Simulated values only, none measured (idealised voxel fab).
voxel spacer lines: a process module
The figure presents cross-section cut, which has a width of 225 nm and is divided into square cells with an edge length of 5 nm.
Square cells in a grid make up a cross-section in this document, and the grid is given as bands, listed from the top down, each one or more rows of cells.
It is stipulated that each band's entry specify, in nanometres, the height of the top of the band and then that of its bottom, followed by the materials of the band in left-to-right sequence, each together with its width in nanometres. A single material marked by the word "full width" is understood to fill the band from edge to edge; the word "air" is understood to denote empty space.
A quick word on heights: they are counted from 0, and under that level the wafer as it came to us is one material throughout. The lowest band is different from the rest in having no bottom; it simply continues downward, written as in "0..down".
You'd read "30->40" like this: the band's top row of cells is as wide as the first number, its bottom row is as wide as the second, and going down, every row changes width by the same amount as the row before did.
Basically "nothing got changed" means that step didn't change any cell in the cross-section.
What "Sealed void listing" gives you is every empty space of 8 cells or more that is cut off from the top. Each appears as width x height at distance, with the distance taken from the left edge and width, height and distance all in nm.
Heads up: the bit after the settings on a step's line is the simulator's remark on that step.
"overlay nm" denotes, for a step that has a mask, the displacement of the mask to the right of its planned place, with negative values corresponding to the left.

STEPS IN THE PROCESS PLAN
1) RECEIVE | material Si
2) CONFORMAL_DEP | material Al2O3 | thk nm 5
3) DIRECTIONAL_DEP | material W | thk nm 10
4) DIRECTIONAL_DEP | material aC | thk nm 30
5) PATTERN | tone cover | mask id MANDREL | material resist | width nm 25 | pitch nm 70 | thk nm 40 | overlay nm -15
6) DIRECTIONAL_ETCH | etch materials aC | depth nm 30
7) STRIP | etch materials resist
8) CONFORMAL_DEP | material SiO2 | thk nm 10
9) DIRECTIONAL_ETCH | etch materials SiO2 | depth nm 10
10) STRIP | etch materials aC
11) DIRECTIONAL_ETCH | etch materials W | depth nm 10
12) STRIP | etch materials SiO2
13) FILL_DEP | material SiO2 | thk nm 5
14) CMP | height nm 15
Wafer-to-wafer difference: overlay nm, step 5. Common start. Plan = first wafer's value.

THE FIRST OF SEVERAL WAFERS AS RECEIVED, SHOWN IN CROSS-SECTION; THIS IS ITS STATE AFTER STEP 1
* 0..down: Si full width
* Sealed void listing: none

BELOW, A ROW FOR EVERY WAFER. READ IT AS THE END-OF-MODULE PICTURE: FOR EACH MATERIAL THE WAFER SHOWS ITS CELLS GAINED (+) OR LOST (-) SINCE IT WAS RECEIVED, AND THEN ITS CLOSED VOIDS
overlay nm -15, +45 Al2O3, +66 SiO2, +24 W, Sealed void listing: none
overlay nm -10, +45 Al2O3, +66 SiO2, +24 W, Sealed void listing: none
overlay nm -5, +45 Al2O3, +66 SiO2, +24 W, Sealed void listing: none
overlay nm 0, +45 Al2O3, +66 SiO2, +24 W, Sealed void listing: none
overlay nm 5, +45 Al2O3, +66 SiO2, +24 W, Sealed void listing: none
overlay nm 10, +45 Al2O3, +66 SiO2, +24 W, Sealed void listing: none
overlay nm 15, +45 Al2O3, +66 SiO2, +24 W, Sealed void listing: none
